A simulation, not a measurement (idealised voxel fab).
Module name: voxel capacitor over wiring (process module)
FYI the section here is cut, 180 nm wide, cells are 5 nm squares.
Cross-section = grid of square cells, listed top down in bands; band = one or more rows. In this notation a band is specified by the heights of its top and bottom, in that order and in nm, after which its materials appear from left to right, each paired with its width in nm. The word "throughout" attached to a single material means that material fills the band from edge to edge; the word "air" stands for empty space. Counting heights begins at 0, where everything beneath is, in the wafer as received, one material. The lowest band has no bottom; it goes on downwards, as "top 0, no bottom" shows. The notation "30->40" denotes a width that varies across the rows of cells in the band, beginning at the first number in the top row, finishing at the second number in the bottom row, and changing by an identical amount from each row to the next. The cross-section has no changed cell in any step marked "nothing altered". In the "Closed void list" entry, you get each enclosed empty space of 8 cells or more, one with no open way to the top, written width x height at distance, distance from the left edge, in nm. On a step's line, text after the settings is the simulator commenting on that step. overlay nm: for a step with a mask, the amount by which the mask lay right of where it was planned; a negative amount means left of it.
So here's the lineup of process steps we planned:
1) RECEIVE: material Si
2) CONFORMAL_DEP: material SiO2, thk nm 10
3) DIRECTIONAL_DEP: material TiN, thk nm 5
4) DIRECTIONAL_DEP: material W, thk nm 15
5) PATTERN: tone cover, mask id METAL_1, material resist, width nm 25, pitch nm 75, thk nm 15, overlay nm 0
6) DIRECTIONAL_ETCH: etch materials W, depth nm 15
7) DIRECTIONAL_ETCH: etch materials TiN, depth nm 5
8) STRIP: etch materials resist
9) FILL_DEP: material lowk, thk nm 5
10) CMP: height nm 30
11) CONFORMAL_DEP: material SiCN, thk nm 5
12) DIRECTIONAL_DEP: material lowk, thk nm 20
13) PATTERN: tone open, mask id PLUG_1, material resist, width nm 15, thk nm 15, overlay nm 0
14) DIRECTIONAL_ETCH: etch materials lowk, depth nm 20
15) DIRECTIONAL_ETCH: etch materials SiCN, depth nm 5
16) STRIP: etch materials resist
17) EPI: material Ru, thk nm 10
18) EPI: material Ru, thk nm 10
19) EPI: material Ru, thk nm 5
20) DIRECTIONAL_DEP: material TiN, thk nm 10
21) DIRECTIONAL_DEP: material Al2O3, thk nm 5
22) DIRECTIONAL_DEP: material TiN, thk nm 5
23) DIRECTIONAL_DEP: material aC, thk nm 15
24) PATTERN: tone cover, mask id UPPER_PLATE, material resist, width nm 55, thk nm 35, overlay nm 0
25) DIRECTIONAL_ETCH: etch materials aC, depth nm 15
26) STRIP: etch materials resist
27) DIRECTIONAL_ETCH: etch materials TiN, depth nm 5
28) DIRECTIONAL_ETCH: etch materials Al2O3, depth nm 5
29) STRIP: etch materials aC
30) PATTERN: tone cover, mask id LOWER_PLATE, material resist, width nm 65, thk nm 20, overlay nm 0
31) DIRECTIONAL_ETCH: etch materials TiN, depth nm 10
32) STRIP: etch materials resist
33) FILL_DEP: material SiO2, thk nm 20
34) CMP: height nm 90
35) PATTERN: tone open, mask id PLUG_2, material resist, width nm 15, thk nm 20, overlay nm 0
36) DIRECTIONAL_ETCH: etch materials SiO2, depth nm 15
37) STRIP: etch materials resist
38) CONFORMAL_DEP: material TiN, thk nm 5
39) FILL_DEP: material W, thk nm 10
40) CMP: height nm 90
41) CONFORMAL_DEP: material SiN, thk nm 5
Here's what the wafer looked like in cross-section when it arrived - that's after step 1:
* top 0, no bottom  Si throughout
* Closed void list: none
Wafer at module end, in section. Began as above, planned as above, run with one mistake:
* top 95, bottom 90  SiN throughout
* top 90, bottom 85  60 SiO2, then 5 TiN, then 5 W, then 5 TiN, then 105 SiO2
* top 85, bottom 80  60 SiO2, then 15 TiN, then 105 SiO2
* top 80, bottom 75  50 SiO2, then 5 TiN, then 5 SiO2, then 45 TiN, then 75 SiO2
* top 75, bottom 70  50 SiO2, then 5 Al2O3, then 5 TiN, then 45 Al2O3, then 75 SiO2
* top 70, bottom 65  55 Ru, then 5 Al2O3, then 120 Ru
* top 65, bottom 60  50 TiN, then 15 Ru, then 115 TiN
* top 60, bottom 55  TiN throughout
* top 55, bottom 50  50 lowk, then 15 TiN, then 115 lowk
* top 50, bottom 35  50 lowk, then 15 Ru, then 115 lowk
* top 35, bottom 30  50 SiCN, then 15 Ru, then 115 SiCN
* top 30, bottom 15  40 lowk, then 25 W, then 50 lowk, then 25 W, then 40 lowk
* top 15, bottom 10  40 lowk, then 25 TiN, then 50 lowk, then 25 TiN, then 40 lowk
* top 10, bottom 0  SiO2 throughout
* top 0, no bottom  Si throughout
* Closed void list: none
Against the plan, the run slipped here: contrary to the plan, steps 19 and 20 were processed in exchanged order
